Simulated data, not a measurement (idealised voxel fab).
process module | voxel double patterning
cross-section cut | 190 nm wide | cells 5 nm
A cross-section is a grid of square cells, given in bands from the top down. A band is one or more rows of cells.
Each band's line starts with the height of the band's top and of its bottom, in nm. Then come its materials from left to right, each with its width in nm. One material with "throughout" fills the band from edge to edge. "air" is empty space.
Height 0 is the level under which the wafer as received is all one material. The lowest band goes on downwards, as in "0 down".
A width such as "30 to 40" changes by the same amount from each row of cells to the next, from the band's top row to its bottom row.
"no change" after a step means that no cell of the cross-section changed.
closed voids: empty space of 8 cells or more with no open way to the top, each as width x height at its distance from the left edge, in nm
after a step's settings: what the simulator itself notes on the step
overlay nm, on a step with a mask: how far to the right of its planned place the mask lay; to the left if negative
plan
1 op RECEIVE | material Si
2 op CONFORMAL_DEP | material SiO2 | thk nm 5
3 op DIRECTIONAL_DEP | material polySi | thk nm 10
4 op DIRECTIONAL_DEP | material SiCN | thk nm 5
5 op DIRECTIONAL_DEP | material aC | thk nm 15
6 op PATTERN | tone open | mask id FIRST | material resist | width nm 15 | pitch nm 50 | thk nm 35 | overlay nm 0
7 op DIRECTIONAL_ETCH | etch materials aC | depth nm 15
8 op STRIP | etch materials resist
9 op DIRECTIONAL_ETCH | etch materials SiCN | depth nm 5
10 op STRIP | etch materials aC
11 op MASKED_ETCH | tone open | mask id SECOND | width nm 15 | pitch nm 50 | etch materials SiCN | depth nm 5 | overlay nm 0
12 op DIRECTIONAL_ETCH | etch materials polySi | depth nm 10
13 op STRIP | etch materials SiCN
as received, after step 1
  0 down: Si throughout
  closed voids: none
a wafer at the end: this start, this plan, one mistake
  15 to 5: polySi 30 | air 15 | polySi 15 | air 15 | polySi 5 | air 15 | polySi 15 | air 15 | polySi 5 | air 15 | polySi 45
  5 to 0: SiO2 throughout
  0 down: Si throughout
  closed voids: none
what went wrong: step 6 ran as: op PATTERN | tone open | mask id FIRST | material resist | width nm 15 | pitch nm 50 | thk nm 35 | overlay nm -5
